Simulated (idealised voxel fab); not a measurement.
Proc. module: voxel trench capacitor
Cross-sectional view cut (width: 165 nm; square cell size: 5 nm).
Square cells in a grid make up a cross-section in this document, and the grid is given as bands, listed from the top down, each one or more rows of cells. Read a band's entry like this: the first values are the height of its top and the height of its bottom in nm, and what follows is the sequence of materials from left to right, each with its width in nm. Note that "blank" is empty space, and that a single material marked "edge to edge" reaches across the band from edge to edge. We count height from 0. Below that, the starting wafer is all one material. The lowest band never ends at the bottom but goes on down; see "0 down" for how that is written. Note: "30 to 40" means the width goes from the first number (top row of the band) to the second number (bottom row) in equal steps per row of cells. "nothing altered" means the step left every cell of the cross-section as it was. Entry "Closed-off voids" = empty spaces >= 8 cells with no open way to the top; each as width x height at distance, distance from left edge, all nm. It should be noted that, on the line of a given step, the content following the step's settings is a remark produced by the simulator itself with respect to that step. Among the settings permitted on a step's line is "overlay nm"; applied to a step with a mask, it specifies the extent to which the mask lay to the right of its planned position, whereas a negative figure signifies a position to the left.
THE PLANNED PROCESS STEPS ARE ENUMERATED HEREUNDER
1 RECEIVE [material Si]
2 CONFORMAL_DEP [material SiN] [thk nm 10]
3 MASKED_ETCH [tone open] [mask id TRENCH] [width nm 30] [pitch nm 60] [etch materials SiN] [depth nm 10] [overlay nm 0]
4 MASKED_ETCH [tone open] [mask id TRENCH] [width nm 30] [pitch nm 60] [etch materials Si] [depth nm 35] [overlay nm 0]
5 CONFORMAL_DEP [material Al2O3] [thk nm 5]
6 CONFORMAL_DEP [material TiN] [thk nm 5]
7 FILL_DEP [material W] [thk nm 10]
8 CMP [height nm 10]
CROSS-SECTION OF THE WAFER UPON ARRIVAL, REPRESENTING THE STATE REACHED AFTER STEP 1
* 0 down | Si edge to edge
* Closed-off voids: none
STARTING WAFER: ABOVE. PLAN: ABOVE. RUN: ONE MISTAKE. CROSS-SECTION AFTER THE MODULE: BELOW
* 10 to 0 | 35 SiN; 5 Al2O3; 20 to 10 TiN; 5 to 15 Al2O3; 30 SiN; 5 Al2O3; 20 to 10 TiN; 5 to 15 Al2O3; 40 SiN
* 0 to -30 | 35 Si; 5 Al2O3; 10 TiN; 5 Al2O3; 40 Si; 5 Al2O3; 10 TiN; 5 Al2O3; 50 Si
* -30 to -35 | 35 Si; 20 Al2O3; 40 Si; 20 Al2O3; 50 Si
* -35 down | Si edge to edge
* Closed-off voids: none
what went wrong: in deviation from the planned setting, step 4 was conducted as MASKED_ETCH [tone open] [mask id TRENCH] [width nm 30] [pitch nm 60] [etch materials Si] [depth nm 35] [overlay nm -10]
